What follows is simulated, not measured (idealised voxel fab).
process module | voxel capacitor over wiring
cross-section cut | 230 nm wide | cells 5 nm
A cross-section is a grid of square cells, given in bands from the top down. A band is one or more rows of cells.
Each band's line starts with the height of the band's top and of its bottom, in nm. Then come its materials from left to right, each with its width in nm. One material with "throughout" fills the band from edge to edge. "air" is empty space.
Height 0 is the level under which the wafer as received is all one material. The lowest band goes on downwards, as in "0 down".
A width such as "30 to 40" changes by the same amount from each row of cells to the next, from the band's top row to its bottom row.
"no change" after a step means that no cell of the cross-section changed.
closed voids: empty space of 8 cells or more with no open way to the top, each as width x height at its distance from the left edge, in nm
after a step's settings: what the simulator itself notes on the step
overlay nm, on a step with a mask: how far to the right of its planned place the mask lay; to the left if negative
plan
1 op RECEIVE | material Si
2 op CONFORMAL_DEP | material SiO2 | thk nm 15
3 op DIRECTIONAL_DEP | material TiN | thk nm 5
4 op DIRECTIONAL_DEP | material Ru | thk nm 15
5 op PATTERN | tone cover | mask id METAL_1 | material resist | width nm 25 | pitch nm 80 | thk nm 20 | overlay nm 0
6 op DIRECTIONAL_ETCH | etch materials Ru | depth nm 15
7 op DIRECTIONAL_ETCH | etch materials TiN | depth nm 5
8 op STRIP | etch materials resist
9 op FILL_DEP | material lowk | thk nm 10
10 op CMP | height nm 35
11 op CONFORMAL_DEP | material SiCN | thk nm 5
12 op DIRECTIONAL_DEP | material lowk | thk nm 20
13 op DIRECTIONAL_DEP | material aC | thk nm 10
14 op PATTERN | tone open | mask id PLUG_1 | material resist | width nm 15 | thk nm 30 | overlay nm 0
15 op DIRECTIONAL_ETCH | etch materials aC | depth nm 10
16 op STRIP | etch materials resist
17 op DIRECTIONAL_ETCH | etch materials lowk | depth nm 20
18 op DIRECTIONAL_ETCH | etch materials SiCN | depth nm 5
19 op STRIP | etch materials aC
20 op CONFORMAL_DEP | material TiN | thk nm 5
21 op FILL_DEP | material Ru | thk nm 5
22 op CMP | height nm 60
23 op DIRECTIONAL_DEP | material TiN | thk nm 10
24 op DIRECTIONAL_DEP | material Al2O3 | thk nm 5
25 op DIRECTIONAL_DEP | material TiN | thk nm 5
26 op MASKED_ETCH | tone cover | mask id UPPER_PLATE | width nm 60 | etch materials TiN | depth nm 5 | overlay nm 0
27 op MASKED_ETCH | tone cover | mask id UPPER_PLATE | width nm 60 | etch materials Al2O3 | depth nm 5 | overlay nm 0
28 op MASKED_ETCH | tone cover | mask id LOWER_PLATE | width nm 70 | etch materials TiN | depth nm 10 | overlay nm 0
29 op FILL_DEP | material SiO2 | thk nm 15
30 op CMP | height nm 90
31 op DIRECTIONAL_DEP | material aC | thk nm 10
32 op PATTERN | tone open | mask id PLUG_2 | material resist | width nm 15 | thk nm 25 | overlay nm 0
33 op DIRECTIONAL_ETCH | etch materials aC | depth nm 10
34 op STRIP | etch materials resist
35 op DIRECTIONAL_ETCH | etch materials SiO2 | depth nm 10
36 op STRIP | etch materials aC
37 op CONFORMAL_DEP | material TiN | thk nm 5
38 op FILL_DEP | material Ru | thk nm 5
39 op CMP | height nm 90
40 op CONFORMAL_DEP | material SiCN | thk nm 5
as received, after step 1
  0 down: Si throughout
  closed voids: none
first wafer at the end, as planned
  95 to 90: SiCN throughout
  90 to 85: SiO2 80 | TiN 5 | Ru 5 | TiN 5 | SiO2 135
  85 to 75: SiO2 80 to 70 | TiN 15 to 60 | SiO2 135 to 100
  75 to 70: SiO2 70 | Al2O3 60 | SiO2 100
  70 to 60: SiO2 65 | TiN 70 | SiO2 95
  60 to 40: lowk 70 | TiN 5 | Ru 5 | TiN 5 | lowk 145
  40 to 35: SiCN 70 | TiN 15 | SiCN 145
  35 to 20: lowk 60 | Ru 25 | lowk 55 | Ru 25 | lowk 65
  20 to 15: lowk 60 | TiN 25 | lowk 55 | TiN 25 | lowk 65
  15 to 0: SiO2 throughout
  0 down: Si throughout
  closed voids: none
second wafer at the end: like start, like plan, one mistake
  95 to 90: SiCN throughout
  90 to 85: SiO2 80 | TiN 5 | Ru 5 | TiN 5 | SiO2 135
  85 to 75: SiO2 80 to 70 | TiN 15 to 60 | SiO2 135 to 100
  75 to 70: SiO2 70 | Al2O3 60 | SiO2 100
  70 to 60: SiO2 70 | TiN 70 | SiO2 90
  60 to 40: lowk 70 | TiN 5 | Ru 5 | TiN 5 | lowk 145
  40 to 35: SiCN 70 | TiN 15 | SiCN 145
  35 to 20: lowk 60 | Ru 25 | lowk 55 | Ru 25 | lowk 65
  20 to 15: lowk 60 | TiN 25 | lowk 55 | TiN 25 | lowk 65
  15 to 0: SiO2 throughout
  0 down: Si throughout
  closed voids: none
what went wrong: step 28 ran as: op MASKED_ETCH | tone cover | mask id LOWER_PLATE | width nm 70 | etch materials TiN | depth nm 10 | overlay nm 5
at the end the second wafer has, in cells: as many of each material as the first, in other places
